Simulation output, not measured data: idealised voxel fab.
process module | voxel released beams
cross-section cut | 165 nm wide | cells 5 nm
A cross-section is a grid of square cells, given in bands from the top down. A band is one or more rows of cells.
Each band's line starts with the height of the band's top and of its bottom, in nm. Then come its materials from left to right, each with its width in nm. One material with "throughout" fills the band from edge to edge. "air" is empty space.
Height 0 is the level under which the wafer as received is all one material. The lowest band goes on downwards, as in "0 down".
A width such as "30 to 40" changes by the same amount from each row of cells to the next, from the band's top row to its bottom row.
"no change" after a step means that no cell of the cross-section changed.
closed voids: empty space of 8 cells or more with no open way to the top, each as width x height at its distance from the left edge, in nm
after a step's settings: what the simulator itself notes on the step
overlay nm, on a step with a mask: how far to the right of its planned place the mask lay; to the left if negative
plan
1 op RECEIVE | material Si
2 op CONFORMAL_DEP | material Al2O3 | thk nm 10
3 op DIRECTIONAL_DEP | material SiO2 | thk nm 15
4 op PATTERN | tone open | mask id ANCHOR | material resist | width nm 30 | thk nm 15 | overlay nm 0
5 op DIRECTIONAL_ETCH | etch materials SiO2 | depth nm 15
6 op STRIP | etch materials resist
7 op CONFORMAL_DEP | material W | thk nm 10
8 op PATTERN | tone cover | mask id BEAM | material resist | width nm 110 | thk nm 20 | overlay nm 0
9 op DIRECTIONAL_ETCH | etch materials W | depth nm 10
10 op STRIP | etch materials resist
11 op STRIP | etch materials SiO2
first wafer, as planned
as received, after step 1
  0 down: Si throughout
  closed voids: none
after step 2
  10 to 0: Al2O3 throughout
  below 0: unchanged
after step 3
  25 to 10: SiO2 throughout
  below 10: unchanged
after step 4
  40 to 25: resist 30 | air 30 | resist 105
  below 25: unchanged
after step 5
  40 to 25: resist 30 | air 30 | resist 105
  25 to 10: SiO2 30 | air 30 | SiO2 105
  below 10: unchanged
after step 6
  25 to 10: SiO2 30 | air 30 | SiO2 105
  below 10: unchanged
after step 7
  35 to 25: W 40 | air 10 | W 115
  25 to 20: SiO2 30 | W 10 | air 10 | W 10 | SiO2 105
  20 to 10: SiO2 30 | W 30 | SiO2 105
  below 10: unchanged
after step 8
  55 to 35: air 25 | resist 110 | air 30
  35 to 25: W 40 | resist 10 | W 115
  25 to 20: SiO2 30 | W 10 | resist 10 | W 10 | SiO2 105
  below 20: unchanged
after step 9
  55 to 35: air 25 | resist 110 | air 30
  35 to 25: air 25 | W 15 | resist 10 | W 85 | air 30
  below 25: unchanged
after step 10
  35 to 25: air 25 | W 15 | air 10 | W 85 | air 30
  25 to 20: SiO2 30 | W 10 | air 10 | W 10 | SiO2 105
  below 20: unchanged
after step 11
  35 to 25: air 25 | W 15 | air 10 | W 85 | air 30
  25 to 20: air 30 | W 10 | air 10 | W 10 | air 105
  20 to 10: air 30 | W 30 | air 105
  below 10: unchanged
second wafer: like start, like plan, one mistake. Through step 10 it matches the first wafer
when step 11 should have ended
  25 to 10: SiO2 30 | air 30 | SiO2 105
  below 10: unchanged
what went wrong: step 11 ran as: op STRIP | etch materials W
at the end the second wafer has, in cells: 81 more of SiO2 | 56 fewer of W
